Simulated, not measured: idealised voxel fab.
Documented hereafter: the process module known as voxel capacitor over wiring.
Pictured: cross-section cut, 175 nm wide, on a grid of 5 nm square cells.
Cross-section = grid of square cells, listed top down in bands; band = one or more rows. Look at the band entry: it leads with the top's height and the bottom's height in nm. Then it lists the materials left to right, with a width in nm for each. The word "full width" on a single material says that material fills the band edge to edge. The word "blank" is empty space. Zero point of the height axis is 0; under it, received wafer = one material. Lowest band: continues down indefinitely, "0 -> down". The width entry "30 to 40" should be interpreted row by row: the top row of cells in the band takes the first number, the bottom row takes the second number, and the change between adjacent rows is uniform throughout. "no alteration" for a step: no cell of the cross-section changed in that step. Heads up: "Trapped voids" only lists the empty pockets with no open path to the top that are 8 cells or more, and it writes them as width x height at distance, distance from the left edge, in nm. Where a step's line continues beyond its settings, the continuation is a remark by the simulator itself on that step. Steps that use a mask can have "overlay nm" on their line. It says how far the mask sat to the right of where it was meant to be. Negative means to the left.

# These are the steps we planned for the process
- 1: RECEIVE: material Si
- 2: CONFORMAL_DEP: material SiO2, thk nm 10
- 3: DIRECTIONAL_DEP: material TiN, thk nm 5
- 4: DIRECTIONAL_DEP: material W, thk nm 15
- 5: PATTERN: tone cover, mask id METAL_1, material resist, width nm 25, pitch nm 75, thk nm 20, overlay nm 0
- 6: DIRECTIONAL_ETCH: etch materials W, depth nm 15
- 7: DIRECTIONAL_ETCH: etch materials TiN, depth nm 5
- 8: STRIP: etch materials resist
- 9: CONFORMAL_DEP: material SiCN, thk nm 5
- 10: FILL_DEP: material lowk, thk nm 5
- 11: CMP: height nm 30
- 12: CONFORMAL_DEP: material SiCN, thk nm 5
- 13: DIRECTIONAL_DEP: material lowk, thk nm 10
- 14: DIRECTIONAL_DEP: material aC, thk nm 15
- 15: PATTERN: tone open, mask id PLUG_1, material resist, width nm 15, thk nm 35, overlay nm 0
- 16: DIRECTIONAL_ETCH: etch materials aC, depth nm 15
- 17: STRIP: etch materials resist
- 18: DIRECTIONAL_ETCH: etch materials lowk, depth nm 10
- 19: DIRECTIONAL_ETCH: etch materials SiCN, depth nm 5
- 20: STRIP: etch materials aC
- 21: EPI: material Ru, thk nm 10
- 22: EPI: material Ru, thk nm 5
- 23: DIRECTIONAL_DEP: material TiN, thk nm 5
- 24: DIRECTIONAL_DEP: material Al2O3, thk nm 5
- 25: DIRECTIONAL_DEP: material TiN, thk nm 5
- 26: MASKED_ETCH: tone cover, mask id UPPER_PLATE, width nm 55, etch materials TiN, depth nm 5, overlay nm 0
- 27: MASKED_ETCH: tone cover, mask id UPPER_PLATE, width nm 55, etch materials Al2O3, depth nm 5, overlay nm 0
- 28: PATTERN: tone cover, mask id LOWER_PLATE, material resist, width nm 65, thk nm 20, overlay nm 0
- 29: DIRECTIONAL_ETCH: etch materials TiN, depth nm 5
- 30: STRIP: etch materials resist
- 31: FILL_DEP: material SiO2, thk nm 20
- 32: CMP: height nm 75
- 33: PATTERN: tone open, mask id PLUG_2, material resist, width nm 15, thk nm 20, overlay nm 0
- 34: DIRECTIONAL_ETCH: etch materials SiO2, depth nm 15
- 35: STRIP: etch materials resist
- 36: CONFORMAL_DEP: material TiN, thk nm 5
- 37: FILL_DEP: material W, thk nm 5
- 38: CMP: height nm 75
- 39: CONFORMAL_DEP: material SiCN, thk nm 5

# Concerning the first of two wafers, which was run in accordance with the plan

# Cross-section of the wafer as it came to us, i.e., already through step 1
0 -> down: Si full width
Trapped voids: none

# The following cross-section depicts the wafer upon completion of step 2
10 -> 0: SiO2 full width
Below 0, the layers are the same as they were.

# The following cross-section depicts the wafer upon completion of step 3
15 -> 10: TiN full width
Below 10, the layers are the same as they were.

# The following cross-section depicts the wafer upon completion of step 4
30 -> 15: W full width
Below 15, the layers are the same as they were.

# The following cross-section depicts the wafer upon completion of step 5
50 -> 30: blank=35, resist=25, blank=50, resist=25, blank=40
Below 30, the layers are the same as they were.

# The following cross-section depicts the wafer upon completion of step 6
50 -> 30: blank=35, resist=25, blank=50, resist=25, blank=40
30 -> 15: blank=35, W=25, blank=50, W=25, blank=40
Below 15, the layers are the same as they were.

# The following cross-section depicts the wafer upon completion of step 7
50 -> 30: blank=35, resist=25, blank=50, resist=25, blank=40
30 -> 15: blank=35, W=25, blank=50, W=25, blank=40
15 -> 10: blank=35, TiN=25, blank=50, TiN=25, blank=40
Below 10, the layers are the same as they were.

# The following cross-section depicts the wafer upon completion of step 8
30 -> 15: blank=35, W=25, blank=50, W=25, blank=40
Below 15, the layers are the same as they were.

# The following cross-section depicts the wafer upon completion of step 9
35 -> 30: blank=30, SiCN=35, blank=40, SiCN=35, blank=35
30 -> 15: blank=30, SiCN=5, W=25, SiCN=5, blank=40, SiCN=5, W=25, SiCN=5, blank=35
15 -> 10: SiCN=35, TiN=25, SiCN=50, TiN=25, SiCN=40
Below 10, the layers are the same as they were.

# The following cross-section depicts the wafer upon completion of step 10
40 -> 35: lowk full width
35 -> 30: lowk=30, SiCN=35, lowk=40, SiCN=35, lowk=35
30 -> 15: lowk=30, SiCN=5, W=25, SiCN=5, lowk=40, SiCN=5, W=25, SiCN=5, lowk=35
Below 15, the layers are the same as they were.

# The following cross-section depicts the wafer upon completion of step 11
30 -> 15: lowk=30, SiCN=5, W=25, SiCN=5, lowk=40, SiCN=5, W=25, SiCN=5, lowk=35
Below 15, the layers are the same as they were.

# The following cross-section depicts the wafer upon completion of step 12
35 -> 30: SiCN full width
Below 30, the layers are the same as they were.

# The following cross-section depicts the wafer upon completion of step 13
45 -> 35: lowk full width
Below 35, the layers are the same as they were.

# The following cross-section depicts the wafer upon completion of step 14
60 -> 45: aC full width
Below 45, the layers are the same as they were.

# The following cross-section depicts the wafer upon completion of step 15
95 -> 60: resist=45, blank=15, resist=115
Below 60, the layers are the same as they were.

# The following cross-section depicts the wafer upon completion of step 16
80 -> 60: resist=45, blank=15, resist=115
60 -> 45: aC=45, blank=15, aC=115
Below 45, the layers are the same as they were.

# The following cross-section depicts the wafer upon completion of step 17
60 -> 45: aC=45, blank=15, aC=115
Below 45, the layers are the same as they were.

# The following cross-section depicts the wafer upon completion of step 18
60 -> 45: aC=45, blank=15, aC=115
45 -> 35: lowk=45, blank=15, lowk=115
Below 35, the layers are the same as they were.

# The following cross-section depicts the wafer upon completion of step 19
60 -> 45: aC=45, blank=15, aC=115
45 -> 35: lowk=45, blank=15, lowk=115
35 -> 30: SiCN=45, blank=15, SiCN=115
Below 30, the layers are the same as they were.

# The following cross-section depicts the wafer upon completion of step 20
45 -> 35: lowk=45, blank=15, lowk=115
Below 35, the layers are the same as they were.

# The following cross-section depicts the wafer upon completion of step 21
45 -> 40: lowk=45, blank=15, lowk=115
40 -> 35: lowk=45, Ru=15, lowk=115
35 -> 30: SiCN=45, Ru=15, SiCN=115
Below 30, the layers are the same as they were.

# The following cross-section depicts the wafer upon completion of step 22
45 -> 35: lowk=45, Ru=15, lowk=115
Below 35, the layers are the same as they were.

# The following cross-section depicts the wafer upon completion of step 23
50 -> 45: TiN full width
Below 45, the layers are the same as they were.

# The following cross-section depicts the wafer upon completion of step 24
55 -> 50: Al2O3 full width
Below 50, the layers are the same as they were.

# The following cross-section depicts the wafer upon completion of step 25
60 -> 55: TiN full width
Below 55, the layers are the same as they were.

# The following cross-section depicts the wafer upon completion of step 26
60 -> 55: blank=45, TiN=55, blank=75
Below 55, the layers are the same as they were.

# The following cross-section depicts the wafer upon completion of step 27
60 -> 55: blank=45, TiN=55, blank=75
55 -> 50: blank=45, Al2O3=55, blank=75
Below 50, the layers are the same as they were.

# The following cross-section depicts the wafer upon completion of step 28
80 -> 60: blank=40, resist=65, blank=70
60 -> 55: blank=40, resist=5, TiN=55, resist=5, blank=70
55 -> 50: blank=40, resist=5, Al2O3=55, resist=5, blank=70
Below 50, the layers are the same as they were.

# The following cross-section depicts the wafer upon completion of step 29
80 -> 60: blank=40, resist=65, blank=70
60 -> 55: blank=40, resist=5, TiN=55, resist=5, blank=70
55 -> 50: blank=40, resist=5, Al2O3=55, resist=5, blank=70
50 -> 45: blank=40, TiN=65, blank=70
Below 45, the layers are the same as they were.

# The following cross-section depicts the wafer upon completion of step 30
60 -> 55: blank=45, TiN=55, blank=75
55 -> 50: blank=45, Al2O3=55, blank=75
Below 50, the layers are the same as they were.

# The following cross-section depicts the wafer upon completion of step 31
80 -> 60: SiO2 full width
60 -> 55: SiO2=45, TiN=55, SiO2=75
55 -> 50: SiO2=45, Al2O3=55, SiO2=75
50 -> 45: SiO2=40, TiN=65, SiO2=70
Below 45, the layers are the same as they were.

# The following cross-section depicts the wafer upon completion of step 32
75 -> 60: SiO2 full width
Below 60, the layers are the same as they were.

# The following cross-section depicts the wafer upon completion of step 33
95 -> 75: resist=55, blank=15, resist=105
Below 75, the layers are the same as they were.

# The following cross-section depicts the wafer upon completion of step 34
95 -> 75: resist=55, blank=15, resist=105
75 -> 60: SiO2=55, blank=15, SiO2=105
Below 60, the layers are the same as they were.

# The following cross-section depicts the wafer upon completion of step 35
75 -> 60: SiO2=55, blank=15, SiO2=105
Below 60, the layers are the same as they were.

# The following cross-section depicts the wafer upon completion of step 36
80 -> 75: TiN=60, blank=5, TiN=110
75 -> 65: SiO2=55, TiN=5, blank=5, TiN=5, SiO2=105
65 -> 55: SiO2=55 to 45, TiN=15 to 55, SiO2=105 to 75
Below 55, the layers are the same as they were.

# The following cross-section depicts the wafer upon completion of step 37
85 -> 80: W full width
80 -> 75: TiN=60, W=5, TiN=110
75 -> 65: SiO2=55, TiN=5, W=5, TiN=5, SiO2=105
Below 65, the layers are the same as they were.

# The following cross-section depicts the wafer upon completion of step 38
75 -> 65: SiO2=55, TiN=5, W=5, TiN=5, SiO2=105
Below 65, the layers are the same as they were.

# The following cross-section depicts the wafer upon completion of step 39
80 -> 75: SiCN full width
Below 75, the layers are the same as they were.

# Now the other wafer: same start, same recipe, but we messed up one thing when running it. Up to and including step 14 it's the same as the first one

# The second wafer cut through, at the time step 15 was supposed to be finished
95 -> 60: blank=45, resist=15, blank=115
Below 60, the layers are the same as they were.

# The second wafer cut through, at the time step 16 was supposed to be finished
80 -> 60: blank=45, resist=15, blank=115
60 -> 45: blank=45, aC=15, blank=115
Below 45, the layers are the same as they were.

# The second wafer cut through, at the time step 17 was supposed to be finished
60 -> 45: blank=45, aC=15, blank=115
Below 45, the layers are the same as they were.

# The second wafer cut through, at the time step 18 was supposed to be finished
60 -> 45: blank=45, aC=15, blank=115
45 -> 35: blank=45, lowk=15, blank=115
Below 35, the layers are the same as they were.

# The second wafer cut through, at the time step 19 was supposed to be finished
60 -> 45: blank=45, aC=15, blank=115
45 -> 35: blank=45, lowk=15, blank=115
35 -> 30: blank=45, SiCN=15, blank=115
Below 30, the layers are the same as they were.

# The second wafer cut through, at the time step 20 was supposed to be finished
45 -> 35: blank=45, lowk=15, blank=115
Below 35, the layers are the same as they were.

# The second wafer cut through, at the time step 21 was supposed to be finished
45 -> 40: blank=45, lowk=15, blank=115
40 -> 35: blank=25, Ru=20, lowk=15, blank=40, Ru=45, blank=30
35 -> 30: blank=25, Ru=20, SiCN=15, blank=40, Ru=45, blank=30
Below 30, the layers are the same as they were.

# The second wafer cut through, at the time step 22 was supposed to be finished
45 -> 35: blank=20, Ru=25, lowk=15, blank=35, Ru=55, blank=25
35 -> 30: blank=20, Ru=25, SiCN=15, blank=35, Ru=55, blank=25
Below 30, the layers are the same as they were.

# The second wafer cut through, at the time step 23 was supposed to be finished
50 -> 45: blank=20, TiN=40, blank=35, TiN=55, blank=25
45 -> 35: blank=20, Ru=25, lowk=15, blank=35, Ru=55, blank=25
35 -> 30: TiN=20, Ru=25, SiCN=15, TiN=35, Ru=55, TiN=25
Below 30, the layers are the same as they were.

# The second wafer cut through, at the time step 24 was supposed to be finished
55 -> 50: blank=20, Al2O3=40, blank=35, Al2O3=55, blank=25
50 -> 45: blank=20, TiN=40, blank=35, TiN=55, blank=25
45 -> 40: blank=20, Ru=25, lowk=15, blank=35, Ru=55, blank=25
40 -> 35: Al2O3=20, Ru=25, lowk=15, Al2O3=35, Ru=55, Al2O3=25
Below 35, the layers are the same as they were.

# The second wafer cut through, at the time step 25 was supposed to be finished
60 -> 55: blank=20, TiN=40, blank=35, TiN=55, blank=25
55 -> 50: blank=20, Al2O3=40, blank=35, Al2O3=55, blank=25
50 -> 45: blank=20, TiN=40, blank=35, TiN=55, blank=25
45 -> 40: TiN=20, Ru=25, lowk=15, TiN=35, Ru=55, TiN=25
Below 40, the layers are the same as they were.

# The second wafer cut through, at the time step 26 was supposed to be finished
60 -> 55: blank=45, TiN=15, blank=35, TiN=5, blank=75
55 -> 50: blank=20, Al2O3=40, blank=35, Al2O3=55, blank=25
50 -> 45: blank=20, TiN=40, blank=35, TiN=55, blank=25
45 -> 40: blank=20, Ru=25, lowk=15, TiN=35, Ru=55, blank=25
Below 40, the layers are the same as they were.

# The second wafer cut through, at the time step 27 was supposed to be finished
60 -> 55: blank=45, TiN=15, blank=35, TiN=5, blank=75
55 -> 50: blank=45, Al2O3=15, blank=35, Al2O3=5, blank=75
50 -> 45: blank=20, TiN=40, blank=35, TiN=55, blank=25
45 -> 40: blank=20, Ru=25, lowk=15, TiN=35, Ru=55, blank=25
40 -> 35: blank=20, Ru=25, lowk=15, Al2O3=35, Ru=55, blank=25
Below 35, the layers are the same as they were.

# The second wafer cut through, at the time step 28 was supposed to be finished
80 -> 60: blank=40, resist=65, blank=70
60 -> 55: blank=40, resist=5, TiN=15, resist=35, TiN=5, resist=5, blank=70
55 -> 50: blank=40, resist=5, Al2O3=15, resist=35, Al2O3=5, resist=5, blank=70
50 -> 45: blank=20, TiN=40, resist=35, TiN=55, blank=25
Below 45, the layers are the same as they were.

# The second wafer cut through, at the time step 29 was supposed to be finished
80 -> 60: blank=40, resist=65, blank=70
60 -> 55: blank=40, resist=5, TiN=15, resist=35, TiN=5, resist=5, blank=70
55 -> 50: blank=40, resist=5, Al2O3=15, resist=35, Al2O3=5, resist=5, blank=70
50 -> 45: blank=40, TiN=20, resist=35, TiN=10, blank=70
45 -> 40: blank=20, Ru=25, lowk=15, TiN=35, Ru=55, blank=25
40 -> 35: blank=20, Ru=25, lowk=15, Al2O3=35, Ru=55, blank=25
35 -> 30: blank=20, Ru=25, SiCN=15, TiN=35, Ru=55, blank=25
Below 30, the layers are the same as they were.

# The second wafer cut through, at the time step 30 was supposed to be finished
60 -> 55: blank=45, TiN=15, blank=35, TiN=5, blank=75
55 -> 50: blank=45, Al2O3=15, blank=35, Al2O3=5, blank=75
50 -> 45: blank=40, TiN=20, blank=35, TiN=10, blank=70
Below 45, the layers are the same as they were.

# The second wafer cut through, at the time step 31 was supposed to be finished
80 -> 60: SiO2 full width
60 -> 55: SiO2=45, TiN=15, SiO2=35, TiN=5, SiO2=75
55 -> 50: SiO2=45, Al2O3=15, SiO2=35, Al2O3=5, SiO2=75
50 -> 45: SiO2=40, TiN=20, SiO2=35, TiN=10, SiO2=70
45 -> 40: SiO2=20, Ru=25, lowk=15, TiN=35, Ru=55, SiO2=25
40 -> 35: SiO2=20, Ru=25, lowk=15, Al2O3=35, Ru=55, SiO2=25
35 -> 30: SiO2=20, Ru=25, SiCN=15, TiN=35, Ru=55, SiO2=25
Below 30, the layers are the same as they were.

# The second wafer cut through, at the time step 32 was supposed to be finished
75 -> 60: SiO2 full width
Below 60, the layers are the same as they were.

# The second wafer cut through, at the time step 33 was supposed to be finished
95 -> 75: resist=55, blank=15, resist=105
Below 75, the layers are the same as they were.

# The second wafer cut through, at the time step 34 was supposed to be finished
95 -> 75: resist=55, blank=15, resist=105
75 -> 60: SiO2=55, blank=15, SiO2=105
Below 60, the layers are the same as they were.

# The second wafer cut through, at the time step 35 was supposed to be finished
75 -> 60: SiO2=55, blank=15, SiO2=105
Below 60, the layers are the same as they were.

# The second wafer cut through, at the time step 36 was supposed to be finished
80 -> 75: TiN=60, blank=5, TiN=110
75 -> 65: SiO2=55, TiN=5, blank=5, TiN=5, SiO2=105
65 -> 60: SiO2=55, TiN=15, SiO2=105
Below 60, the layers are the same as they were.

# The second wafer cut through, at the time step 37 was supposed to be finished
85 -> 80: W full width
80 -> 75: TiN=60, W=5, TiN=110
75 -> 65: SiO2=55, TiN=5, W=5, TiN=5, SiO2=105
Below 65, the layers are the same as they were.

# The second wafer cut through, at the time step 38 was supposed to be finished
75 -> 65: SiO2=55, TiN=5, W=5, TiN=5, SiO2=105
Below 65, the layers are the same as they were.

# The second wafer cut through, at the time step 39 was supposed to be finished
80 -> 75: SiCN full width
Below 75, the layers are the same as they were.
Want to know what went wrong? so step 15 ended up running with a different setting than we planned, it ran as PATTERN: tone cover, mask id PLUG_1, material resist, width nm 15, thk nm 35, overlay nm 0
End of process, cell counts, second wafer against first, materials with more or fewer: +39 Ru, -29 SiCN, +48 SiO2, -58 lowk
